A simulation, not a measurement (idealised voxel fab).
Presented below is a process module, voxel released beams.
For reference, the cross-section in this document is cut, with width 180 nm and square cells of 5 nm.
When this document writes out a cross-section, it uses a grid of square cells and lists it as bands, beginning at the top and moving down, with a band standing for one or more rows of cells.
Basically the band line says how high the top is and how high the bottom is, in nm, and then what's in it from left to right, every material with its width in nm. Empty space shows up as "blank", and if a single material carries "everywhere" it runs the full band edge to edge.
It should be noted that heights are counted from 0, beneath which the wafer as supplied is of one material throughout, and that the lowest band possesses no lower boundary but continues downward, as written in "0 and below".
Width spec "30..40" -> top row of cells at first value, bottom row at second value, equal per-row change in between.
Where the words "no alteration" appear for a step, the cross-section shows no cell changed by that step; every cell remained as before.
Heads up: "Cavities, closed" only lists the empty pockets with no open path to the top that are 8 cells or more, and it writes them as width x height at distance, distance from the left edge, in nm.
Anything after a step's settings on that line? It's the simulator's own note about the step.
Among the settings permitted on a step's line is "overlay nm"; applied to a step with a mask, it specifies the extent to which the mask lay to the right of its planned position, whereas a negative figure signifies a position to the left.
[Steps planned for the process]
| 1 | RECEIVE | material Si |
| 2 | CONFORMAL_DEP | material SiN | thk nm 10 |
| 3 | DIRECTIONAL_DEP | material SiO2 | thk nm 15 |
| 4 | PATTERN | tone open | mask id ANCHOR | material resist | width nm 35 | thk nm 20 | overlay nm 0 |
| 5 | DIRECTIONAL_ETCH | etch materials SiO2 | depth nm 15 |
| 6 | STRIP | etch materials resist |
| 7 | CONFORMAL_DEP | material polySi | thk nm 10 |
| 8 | PATTERN | tone cover | mask id BEAM | material resist | width nm 100 | thk nm 15 | overlay nm 0 |
| 9 | DIRECTIONAL_ETCH | etch materials polySi | depth nm 10 |
| 10 | STRIP | etch materials resist |
| 11 | STRIP | etch materials SiO2 |
For clarity, it should be stated that the wafers under discussion commence in an identical condition and differ with respect to the width nm of step 8, the plan indicating the value that the first wafer had.
[The first of several wafers, as received after step 1, seen in section]
* 0 and below = Si everywhere
* Cavities, closed: none
[Every row in this table is a wafer at the end of the module, and it gives, for each of the materials, the cells that wafer has gained (+) or lost (-) since it was received, then its closed voids]
width nm 100, +72 SiN, +52 polySi, Cavities, closed: none
width nm 105, +72 SiN, +54 polySi, Cavities, closed: none
width nm 110, +72 SiN, +56 polySi, Cavities, closed: none
width nm 115, +72 SiN, +58 polySi, Cavities, closed: none
width nm 120, +72 SiN, +60 polySi, Cavities, closed: none
width nm 125, +72 SiN, +62 polySi, Cavities, closed: none
